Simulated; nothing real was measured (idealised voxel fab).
This section sets out a process module, namely voxel capacitor over wiring.
Section shown: cut. Width: 170 nm. Cell size: 5 nm, square.
A cross-section is a grid of square cells, given in bands from the top down. A band is one or more rows of cells.
Look at the band entry: it leads with the top's height and the bottom's height in nm. Then it lists the materials left to right, with a width in nm for each. The word "throughout" on a single material says that material fills the band edge to edge. The word "blank" is empty space.
For the purposes of this specification, 0 denotes the height below which the wafer in its as-received condition is composed wholly of one material, and the lowermost band, lacking a lower limit, extends downward without end, as expressed in "0 -> down".
With a width like "30..40", each row of cells in the band differs from the next by the same amount, the top row carrying the first number and the bottom row the second.
"remains unaltered", as given for a step, is the statement that not any cell of the cross-section underwent a change during that step.
Heads up: "Sealed cavities" only lists the empty pockets with no open path to the top that are 8 cells or more, and it writes them as width x height at distance, distance from the left edge, in nm.
Text after the settings on a step's line: the simulator's own remark on that step.
Each step line may optionally specify "overlay nm", which for a step with a mask gives the rightward distance between the mask's planned place and where it lay, a negative value indicating the leftward direction.
These are the steps we planned for the process:
1 RECEIVE,material Si
2 CONFORMAL_DEP,material SiO2,thk nm 10
3 DIRECTIONAL_DEP,material TiN,thk nm 5
4 DIRECTIONAL_DEP,material Ru,thk nm 15
5 MASKED_ETCH,tone cover,mask id METAL_1,width nm 25,pitch nm 80,etch materials Ru,depth nm 15,overlay nm 0
6 MASKED_ETCH,tone cover,mask id METAL_1,width nm 25,pitch nm 80,etch materials TiN,depth nm 5,overlay nm 0
7 CONFORMAL_DEP,material SiCN,thk nm 5
8 FILL_DEP,material lowk,thk nm 10
9 CMP,height nm 30
10 CONFORMAL_DEP,material SiCN,thk nm 5
11 DIRECTIONAL_DEP,material lowk,thk nm 15
12 PATTERN,tone open,mask id PLUG_1,material resist,width nm 15,thk nm 15,overlay nm 0
13 DIRECTIONAL_ETCH,etch materials lowk,depth nm 15
14 DIRECTIONAL_ETCH,etch materials SiCN,depth nm 5
15 STRIP,etch materials resist
16 CONFORMAL_DEP,material TiN,thk nm 5
17 FILL_DEP,material Ru,thk nm 5
18 CMP,height nm 50
19 DIRECTIONAL_DEP,material TiN,thk nm 10
20 DIRECTIONAL_DEP,material SiN,thk nm 5
21 DIRECTIONAL_DEP,material TiN,thk nm 10
22 PATTERN,tone cover,mask id UPPER_PLATE,material resist,width nm 60,thk nm 15,overlay nm 0
23 DIRECTIONAL_ETCH,etch materials TiN,depth nm 10
24 DIRECTIONAL_ETCH,etch materials SiN,depth nm 5
25 STRIP,etch materials resist
26 DIRECTIONAL_DEP,material aC,thk nm 10
27 PATTERN,tone cover,mask id LOWER_PLATE,material resist,width nm 70,thk nm 25,overlay nm 0
28 DIRECTIONAL_ETCH,etch materials aC,depth nm 10
29 STRIP,etch materials resist
30 DIRECTIONAL_ETCH,etch materials TiN,depth nm 10
31 STRIP,etch materials aC
32 FILL_DEP,material SiO2,thk nm 15
33 CMP,height nm 85
34 DIRECTIONAL_DEP,material aC,thk nm 15
35 PATTERN,tone open,mask id PLUG_2,material resist,width nm 15,thk nm 30,overlay nm 0
36 DIRECTIONAL_ETCH,etch materials aC,depth nm 15
37 STRIP,etch materials resist
38 DIRECTIONAL_ETCH,etch materials SiO2,depth nm 10
39 STRIP,etch materials aC
40 CONFORMAL_DEP,material TiN,thk nm 5
41 FILL_DEP,material Ru,thk nm 10
42 CMP,height nm 85
43 CONFORMAL_DEP,material SiCN,thk nm 5
First wafer out of two, processed as planned:
Wafer as received: cross-section following step 1:
* 0 -> down: Si throughout
* Sealed cavities: none
Step 2 done - wafer cross-section:
* 10 -> 0: SiO2 throughout
* Whatever lies below 0 is exactly as it was before.
Step 3 done - wafer cross-section:
* 15 -> 10: TiN throughout
* Whatever lies below 10 is exactly as it was before.
Step 4 done - wafer cross-section:
* 30 -> 15: Ru throughout
* Whatever lies below 15 is exactly as it was before.
Step 5 done - wafer cross-section:
* 30 -> 15: blank 30 nm / Ru 25 nm / blank 55 nm / Ru 25 nm / blank 35 nm
* Whatever lies below 15 is exactly as it was before.
Step 6 done - wafer cross-section:
* 30 -> 15: blank 30 nm / Ru 25 nm / blank 55 nm / Ru 25 nm / blank 35 nm
* 15 -> 10: blank 30 nm / TiN 25 nm / blank 55 nm / TiN 25 nm / blank 35 nm
* Whatever lies below 10 is exactly as it was before.
Step 7 done - wafer cross-section:
* 35 -> 30: blank 25 nm / SiCN 35 nm / blank 45 nm / SiCN 35 nm / blank 30 nm
* 30 -> 15: blank 25 nm / SiCN 5 nm / Ru 25 nm / SiCN 5 nm / blank 45 nm / SiCN 5 nm / Ru 25 nm / SiCN 5 nm / blank 30 nm
* 15 -> 10: SiCN 30 nm / TiN 25 nm / SiCN 55 nm / TiN 25 nm / SiCN 35 nm
* Whatever lies below 10 is exactly as it was before.
Step 8 done - wafer cross-section:
* 45 -> 35: lowk throughout
* 35 -> 30: lowk 25 nm / SiCN 35 nm / lowk 45 nm / SiCN 35 nm / lowk 30 nm
* 30 -> 15: lowk 25 nm / SiCN 5 nm / Ru 25 nm / SiCN 5 nm / lowk 45 nm / SiCN 5 nm / Ru 25 nm / SiCN 5 nm / lowk 30 nm
* Whatever lies below 15 is exactly as it was before.
Step 9 done - wafer cross-section:
* 30 -> 15: lowk 25 nm / SiCN 5 nm / Ru 25 nm / SiCN 5 nm / lowk 45 nm / SiCN 5 nm / Ru 25 nm / SiCN 5 nm / lowk 30 nm
* Whatever lies below 15 is exactly as it was before.
Step 10 done - wafer cross-section:
* 35 -> 30: SiCN throughout
* Whatever lies below 30 is exactly as it was before.
Step 11 done - wafer cross-section:
* 50 -> 35: lowk throughout
* Whatever lies below 35 is exactly as it was before.
Step 12 done - wafer cross-section:
* 65 -> 50: resist 40 nm / blank 15 nm / resist 115 nm
* Whatever lies below 50 is exactly as it was before.
Step 13 done - wafer cross-section:
* 65 -> 50: resist 40 nm / blank 15 nm / resist 115 nm
* 50 -> 35: lowk 40 nm / blank 15 nm / lowk 115 nm
* Whatever lies below 35 is exactly as it was before.
Step 14 done - wafer cross-section:
* 65 -> 50: resist 40 nm / blank 15 nm / resist 115 nm
* 50 -> 35: lowk 40 nm / blank 15 nm / lowk 115 nm
* 35 -> 30: SiCN 40 nm / blank 15 nm / SiCN 115 nm
* Whatever lies below 30 is exactly as it was before.
Step 15 done - wafer cross-section:
* 50 -> 35: lowk 40 nm / blank 15 nm / lowk 115 nm
* Whatever lies below 35 is exactly as it was before.
Step 16 done - wafer cross-section:
* 55 -> 50: TiN 45 nm / blank 5 nm / TiN 120 nm
* 50 -> 35: lowk 40 nm / TiN 5 nm / blank 5 nm / TiN 5 nm / lowk 115 nm
* 35 -> 30: SiCN 40 nm / TiN 15 nm / SiCN 115 nm
* Whatever lies below 30 is exactly as it was before.
Step 17 done - wafer cross-section:
* 60 -> 55: Ru throughout
* 55 -> 50: TiN 45 nm / Ru 5 nm / TiN 120 nm
* 50 -> 35: lowk 40 nm / TiN 5 nm / Ru 5 nm / TiN 5 nm / lowk 115 nm
* Whatever lies below 35 is exactly as it was before.
Step 18 done - wafer cross-section:
* 50 -> 35: lowk 40 nm / TiN 5 nm / Ru 5 nm / TiN 5 nm / lowk 115 nm
* Whatever lies below 35 is exactly as it was before.
Step 19 done - wafer cross-section:
* 60 -> 50: TiN throughout
* Whatever lies below 50 is exactly as it was before.
Step 20 done - wafer cross-section:
* 65 -> 60: SiN throughout
* Whatever lies below 60 is exactly as it was before.
Step 21 done - wafer cross-section:
* 75 -> 65: TiN throughout
* Whatever lies below 65 is exactly as it was before.
Step 22 done - wafer cross-section:
* 90 -> 75: blank 40 nm / resist 60 nm / blank 70 nm
* Whatever lies below 75 is exactly as it was before.
Step 23 done - wafer cross-section:
* 90 -> 75: blank 40 nm / resist 60 nm / blank 70 nm
* 75 -> 65: blank 40 nm / TiN 60 nm / blank 70 nm
* Whatever lies below 65 is exactly as it was before.
Step 24 done - wafer cross-section:
* 90 -> 75: blank 40 nm / resist 60 nm / blank 70 nm
* 75 -> 65: blank 40 nm / TiN 60 nm / blank 70 nm
* 65 -> 60: blank 40 nm / SiN 60 nm / blank 70 nm
* Whatever lies below 60 is exactly as it was before.
Step 25 done - wafer cross-section:
* 75 -> 65: blank 40 nm / TiN 60 nm / blank 70 nm
* Whatever lies below 65 is exactly as it was before.
Step 26 done - wafer cross-section:
* 85 -> 75: blank 40 nm / aC 60 nm / blank 70 nm
* 75 -> 70: blank 40 nm / TiN 60 nm / blank 70 nm
* 70 -> 65: aC 40 nm / TiN 60 nm / aC 70 nm
* 65 -> 60: aC 40 nm / SiN 60 nm / aC 70 nm
* Whatever lies below 60 is exactly as it was before.
Step 27 done - wafer cross-section:
* 110 -> 85: blank 35 nm / resist 70 nm / blank 65 nm
* 85 -> 75: blank 35 nm / resist 5 nm / aC 60 nm / resist 5 nm / blank 65 nm
* 75 -> 70: blank 35 nm / resist 5 nm / TiN 60 nm / resist 5 nm / blank 65 nm
* Whatever lies below 70 is exactly as it was before.
Step 28 done - wafer cross-section:
* 100 -> 85: blank 35 nm / resist 70 nm / blank 65 nm
* 85 -> 75: blank 35 nm / resist 5 nm / aC 60 nm / resist 5 nm / blank 65 nm
* 75 -> 70: blank 35 nm / resist 5 nm / TiN 60 nm / resist 5 nm / blank 65 nm
* 70 -> 65: blank 35 nm / aC 5 nm / TiN 60 nm / aC 5 nm / blank 65 nm
* 65 -> 60: blank 35 nm / aC 5 nm / SiN 60 nm / aC 5 nm / blank 65 nm
* Whatever lies below 60 is exactly as it was before.
Step 29 done - wafer cross-section:
* 85 -> 75: blank 40 nm / aC 60 nm / blank 70 nm
* 75 -> 70: blank 40 nm / TiN 60 nm / blank 70 nm
* Whatever lies below 70 is exactly as it was before.
Step 30 done - wafer cross-section:
* 85 -> 75: blank 40 nm / aC 60 nm / blank 70 nm
* 75 -> 70: blank 40 nm / TiN 60 nm / blank 70 nm
* 70 -> 65: blank 35 nm / aC 5 nm / TiN 60 nm / aC 5 nm / blank 65 nm
* 65 -> 60: blank 35 nm / aC 5 nm / SiN 60 nm / aC 5 nm / blank 65 nm
* 60 -> 50: blank 35 nm / TiN 70 nm / blank 65 nm
* Whatever lies below 50 is exactly as it was before.
Step 31 done - wafer cross-section:
* 75 -> 65: blank 40 nm / TiN 60 nm / blank 70 nm
* 65 -> 60: blank 40 nm / SiN 60 nm / blank 70 nm
* Whatever lies below 60 is exactly as it was before.
Step 32 done - wafer cross-section:
* 90 -> 75: SiO2 throughout
* 75 -> 65: SiO2 40 nm / TiN 60 nm / SiO2 70 nm
* 65 -> 60: SiO2 40 nm / SiN 60 nm / SiO2 70 nm
* 60 -> 50: SiO2 35 nm / TiN 70 nm / SiO2 65 nm
* Whatever lies below 50 is exactly as it was before.
Step 33 done - wafer cross-section:
* 85 -> 75: SiO2 throughout
* Whatever lies below 75 is exactly as it was before.
Step 34 done - wafer cross-section:
* 100 -> 85: aC throughout
* Whatever lies below 85 is exactly as it was before.
Step 35 done - wafer cross-section:
* 130 -> 100: resist 50 nm / blank 15 nm / resist 105 nm
* Whatever lies below 100 is exactly as it was before.
Step 36 done - wafer cross-section:
* 115 -> 100: resist 50 nm / blank 15 nm / resist 105 nm
* 100 -> 85: aC 50 nm / blank 15 nm / aC 105 nm
* Whatever lies below 85 is exactly as it was before.
Step 37 done - wafer cross-section:
* 100 -> 85: aC 50 nm / blank 15 nm / aC 105 nm
* Whatever lies below 85 is exactly as it was before.
Step 38 done - wafer cross-section:
* 100 -> 85: aC 50 nm / blank 15 nm / aC 105 nm
* 85 -> 75: SiO2 50 nm / blank 15 nm / SiO2 105 nm
* Whatever lies below 75 is exactly as it was before.
Step 39 done - wafer cross-section:
* 85 -> 75: SiO2 50 nm / blank 15 nm / SiO2 105 nm
* Whatever lies below 75 is exactly as it was before.
Step 40 done - wafer cross-section:
* 90 -> 85: TiN 55 nm / blank 5 nm / TiN 110 nm
* 85 -> 80: SiO2 50 nm / TiN 5 nm / blank 5 nm / TiN 5 nm / SiO2 105 nm
* 80 -> 75: SiO2 50 nm / TiN 15 nm / SiO2 105 nm
* Whatever lies below 75 is exactly as it was before.
Step 41 done - wafer cross-section:
* 100 -> 90: Ru throughout
* 90 -> 85: TiN 55 nm / Ru 5 nm / TiN 110 nm
* 85 -> 80: SiO2 50 nm / TiN 5 nm / Ru 5 nm / TiN 5 nm / SiO2 105 nm
* Whatever lies below 80 is exactly as it was before.
Step 42 done - wafer cross-section:
* 85 -> 80: SiO2 50 nm / TiN 5 nm / Ru 5 nm / TiN 5 nm / SiO2 105 nm
* Whatever lies below 80 is exactly as it was before.
Step 43 done - wafer cross-section:
* 90 -> 85: SiCN throughout
* Whatever lies below 85 is exactly as it was before.
Okay, second wafer. Nothing different at the start, nothing different in the plan, just one mistake somewhere in the running. As far as step 16, counting that step, it's the first wafer all over again:
Second wafer cross-section, taken as of the time the plan sets for step 17 to be done:
* 60 -> 55: aC throughout
* 55 -> 50: TiN 45 nm / aC 5 nm / TiN 120 nm
* 50 -> 35: lowk 40 nm / TiN 5 nm / aC 5 nm / TiN 5 nm / lowk 115 nm
* Whatever lies below 35 is exactly as it was before.
Second wafer cross-section, taken as of the time the plan sets for step 18 to be done:
* 50 -> 35: lowk 40 nm / TiN 5 nm / aC 5 nm / TiN 5 nm / lowk 115 nm
* Whatever lies below 35 is exactly as it was before.
Second wafer cross-section, taken as of the time the plan sets for step 19 to be done:
* 60 -> 50: TiN throughout
* Whatever lies below 50 is exactly as it was before.
Second wafer cross-section, taken as of the time the plan sets for step 20 to be done:
* 65 -> 60: SiN throughout
* Whatever lies below 60 is exactly as it was before.
Second wafer cross-section, taken as of the time the plan sets for step 21 to be done:
* 75 -> 65: TiN throughout
* Whatever lies below 65 is exactly as it was before.
Second wafer cross-section, taken as of the time the plan sets for step 22 to be done:
* 90 -> 75: blank 40 nm / resist 60 nm / blank 70 nm
* Whatever lies below 75 is exactly as it was before.
Second wafer cross-section, taken as of the time the plan sets for step 23 to be done:
* 90 -> 75: blank 40 nm / resist 60 nm / blank 70 nm
* 75 -> 65: blank 40 nm / TiN 60 nm / blank 70 nm
* Whatever lies below 65 is exactly as it was before.
Second wafer cross-section, taken as of the time the plan sets for step 24 to be done:
* 90 -> 75: blank 40 nm / resist 60 nm / blank 70 nm
* 75 -> 65: blank 40 nm / TiN 60 nm / blank 70 nm
* 65 -> 60: blank 40 nm / SiN 60 nm / blank 70 nm
* Whatever lies below 60 is exactly as it was before.
Second wafer cross-section, taken as of the time the plan sets for step 25 to be done:
* 75 -> 65: blank 40 nm / TiN 60 nm / blank 70 nm
* Whatever lies below 65 is exactly as it was before.
Second wafer cross-section, taken as of the time the plan sets for step 26 to be done:
* 85 -> 75: blank 40 nm / aC 60 nm / blank 70 nm
* 75 -> 70: blank 40 nm / TiN 60 nm / blank 70 nm
* 70 -> 65: aC 40 nm / TiN 60 nm / aC 70 nm
* 65 -> 60: aC 40 nm / SiN 60 nm / aC 70 nm
* Whatever lies below 60 is exactly as it was before.
Second wafer cross-section, taken as of the time the plan sets for step 27 to be done:
* 110 -> 85: blank 35 nm / resist 70 nm / blank 65 nm
* 85 -> 75: blank 35 nm / resist 5 nm / aC 60 nm / resist 5 nm / blank 65 nm
* 75 -> 70: blank 35 nm / resist 5 nm / TiN 60 nm / resist 5 nm / blank 65 nm
* Whatever lies below 70 is exactly as it was before.
Second wafer cross-section, taken as of the time the plan sets for step 28 to be done:
* 100 -> 85: blank 35 nm / resist 70 nm / blank 65 nm
* 85 -> 75: blank 35 nm / resist 5 nm / aC 60 nm / resist 5 nm / blank 65 nm
* 75 -> 70: blank 35 nm / resist 5 nm / TiN 60 nm / resist 5 nm / blank 65 nm
* 70 -> 65: blank 35 nm / aC 5 nm / TiN 60 nm / aC 5 nm / blank 65 nm
* 65 -> 60: blank 35 nm / aC 5 nm / SiN 60 nm / aC 5 nm / blank 65 nm
* Whatever lies below 60 is exactly as it was before.
Second wafer cross-section, taken as of the time the plan sets for step 29 to be done:
* 85 -> 75: blank 40 nm / aC 60 nm / blank 70 nm
* 75 -> 70: blank 40 nm / TiN 60 nm / blank 70 nm
* Whatever lies below 70 is exactly as it was before.
Second wafer cross-section, taken as of the time the plan sets for step 30 to be done:
* 85 -> 75: blank 40 nm / aC 60 nm / blank 70 nm
* 75 -> 70: blank 40 nm / TiN 60 nm / blank 70 nm
* 70 -> 65: blank 35 nm / aC 5 nm / TiN 60 nm / aC 5 nm / blank 65 nm
* 65 -> 60: blank 35 nm / aC 5 nm / SiN 60 nm / aC 5 nm / blank 65 nm
* 60 -> 50: blank 35 nm / TiN 70 nm / blank 65 nm
* Whatever lies below 50 is exactly as it was before.
Second wafer cross-section, taken as of the time the plan sets for step 31 to be done:
* 75 -> 65: blank 40 nm / TiN 60 nm / blank 70 nm
* 65 -> 60: blank 40 nm / SiN 60 nm / blank 70 nm
* Whatever lies below 60 is exactly as it was before.
Second wafer cross-section, taken as of the time the plan sets for step 32 to be done:
* 90 -> 75: SiO2 throughout
* 75 -> 65: SiO2 40 nm / TiN 60 nm / SiO2 70 nm
* 65 -> 60: SiO2 40 nm / SiN 60 nm / SiO2 70 nm
* 60 -> 50: SiO2 35 nm / TiN 70 nm / SiO2 65 nm
* Whatever lies below 50 is exactly as it was before.
Second wafer cross-section, taken as of the time the plan sets for step 33 to be done:
* 85 -> 75: SiO2 throughout
* Whatever lies below 75 is exactly as it was before.
Second wafer cross-section, taken as of the time the plan sets for step 34 to be done:
* 100 -> 85: aC throughout
* Whatever lies below 85 is exactly as it was before.
Second wafer cross-section, taken as of the time the plan sets for step 35 to be done:
* 130 -> 100: resist 50 nm / blank 15 nm / resist 105 nm
* Whatever lies below 100 is exactly as it was before.
Second wafer cross-section, taken as of the time the plan sets for step 36 to be done:
* 115 -> 100: resist 50 nm / blank 15 nm / resist 105 nm
* 100 -> 85: aC 50 nm / blank 15 nm / aC 105 nm
* Whatever lies below 85 is exactly as it was before.
Second wafer cross-section, taken as of the time the plan sets for step 37 to be done:
* 100 -> 85: aC 50 nm / blank 15 nm / aC 105 nm
* Whatever lies below 85 is exactly as it was before.
Second wafer cross-section, taken as of the time the plan sets for step 38 to be done:
* 100 -> 85: aC 50 nm / blank 15 nm / aC 105 nm
* 85 -> 75: SiO2 50 nm / blank 15 nm / SiO2 105 nm
* Whatever lies below 75 is exactly as it was before.
Second wafer cross-section, taken as of the time the plan sets for step 39 to be done:
* 85 -> 75: SiO2 50 nm / blank 15 nm / SiO2 105 nm
* Whatever lies below 75 is exactly as it was before.
Second wafer cross-section, taken as of the time the plan sets for step 40 to be done:
* 90 -> 85: TiN 55 nm / blank 5 nm / TiN 110 nm
* 85 -> 80: SiO2 50 nm / TiN 5 nm / blank 5 nm / TiN 5 nm / SiO2 105 nm
* 80 -> 75: SiO2 50 nm / TiN 15 nm / SiO2 105 nm
* Whatever lies below 75 is exactly as it was before.
Second wafer cross-section, taken as of the time the plan sets for step 41 to be done:
* 100 -> 90: Ru throughout
* 90 -> 85: TiN 55 nm / Ru 5 nm / TiN 110 nm
* 85 -> 80: SiO2 50 nm / TiN 5 nm / Ru 5 nm / TiN 5 nm / SiO2 105 nm
* Whatever lies below 80 is exactly as it was before.
Second wafer cross-section, taken as of the time the plan sets for step 42 to be done:
* 85 -> 80: SiO2 50 nm / TiN 5 nm / Ru 5 nm / TiN 5 nm / SiO2 105 nm
* Whatever lies below 80 is exactly as it was before.
Second wafer cross-section, taken as of the time the plan sets for step 43 to be done:
* 90 -> 85: SiCN throughout
* Whatever lies below 85 is exactly as it was before.
Plan not followed: heads up, step 17 didn't go per plan, it actually ran as FILL_DEP,material aC,thk nm 5
Bottom line after processing is that, in cells, the second wafer is up or down on some materials versus the first: 3 fewer of Ru; 3 more of aC
